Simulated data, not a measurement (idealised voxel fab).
The process module presented herein is designated voxel ribs on slabs.
Cross-section cut spans 270 nm and uses square cells 5 nm in size.
Cross-section = grid of square cells, listed top down in bands; band = one or more rows. Quick guide to a band line: top height, bottom height (nm) up front; then every material left to right with its width in nm. Only one material and it's marked "throughout"? Then it fills the band edge to edge. And "blank" just means empty space. We count height from 0. Below that, the starting wafer is all one material. The lowest band never ends at the bottom but goes on down; see "top 0, no bottom" for how that is written. Quick explanation for "30 to 40": the width changes in equal steps down the rows of cells, from the first number in the band's top row to the second number in its bottom row. "no alterations made" (step): cross-section cells unchanged, all of them. "Cavities, sealed": sealed empty spaces, 8 cells or more, no open way to top, listed width x height at distance, with distance from the left edge and width, height and distance in nm. Note: text after step settings on the step line = simulator remark on that step. When a step includes a mask, the "overlay nm" setting on its line states how far to the right of its planned place that mask lay, and negative values state how far to the left.

[The following list gives the planned process steps]
1: RECEIVE, material Si
2: DIRECTIONAL_DEP, material SiO2, thk nm 25
3: DIRECTIONAL_DEP, material SiN, thk nm 20
4: DIRECTIONAL_DEP, material aC, thk nm 15
5: PATTERN, tone cover, mask id RIB, material resist, width nm 15, thk nm 35, overlay nm 0
6: DIRECTIONAL_ETCH, etch materials aC, depth nm 15
7: STRIP, etch materials resist
8: DIRECTIONAL_ETCH, etch materials SiN, depth nm 5
9: STRIP, etch materials aC
10: MASKED_ETCH, tone cover, mask id SLAB, width nm 55, etch materials SiN, depth nm 15, overlay nm 0
11: FILL_DEP, material SiO2, thk nm 15
12: CMP, height nm 55
13: DIRECTIONAL_DEP, material W, thk nm 10
14: PATTERN, tone cover, mask id HEATER, material resist, width nm 25, thk nm 15, overlay nm 0
15: DIRECTIONAL_ETCH, etch materials W, depth nm 10
16: STRIP, etch materials resist
17: CONFORMAL_DEP, material SiN, thk nm 5

[So this is the incoming wafer in cross-section - it's already been through step 1]
* top 0, no bottom | Si throughout
* Cavities, sealed: none

[The first of the two wafers as seen in cross-section once the module was finished; processing followed the plan]
* top 70, bottom 65 | blank 115 / SiN 35 / blank 120
* top 65, bottom 60 | blank 115 / SiN 5 / W 25 / SiN 5 / blank 120
* top 60, bottom 55 | SiN 120 / W 25 / SiN 125
* top 55, bottom 45 | SiO2 throughout
* top 45, bottom 40 | SiO2 125 / SiN 15 / SiO2 130
* top 40, bottom 25 | SiO2 105 / SiN 55 / SiO2 110
* top 25, bottom 0 | SiO2 throughout
* top 0, no bottom | Si throughout
* Cavities, sealed: none

[Same start, same plan as the first wafer - but one mistake in the run. Cross-section of the second of the two at the end of the module]
* top 70, bottom 65 | blank 115 / SiN 35 / blank 120
* top 65, bottom 60 | blank 115 / SiN 5 / W 25 / SiN 5 / blank 120
* top 60, bottom 55 | SiN 120 / W 25 / SiN 125
* top 55, bottom 45 | W throughout
* top 45, bottom 40 | W 125 / SiN 15 / W 130
* top 40, bottom 25 | W 105 / SiN 55 / W 110
* top 25, bottom 0 | SiO2 throughout
* top 0, no bottom | Si throughout
* Cavities, sealed: none
Against the plan, the run slipped here: step 11 was not run as planned; what actually ran was FILL_DEP, material W, thk nm 15
In the final state, the cell counts of the second wafer exceed or fall short of those of the first for the following materials: -288 SiO2 | +288 W
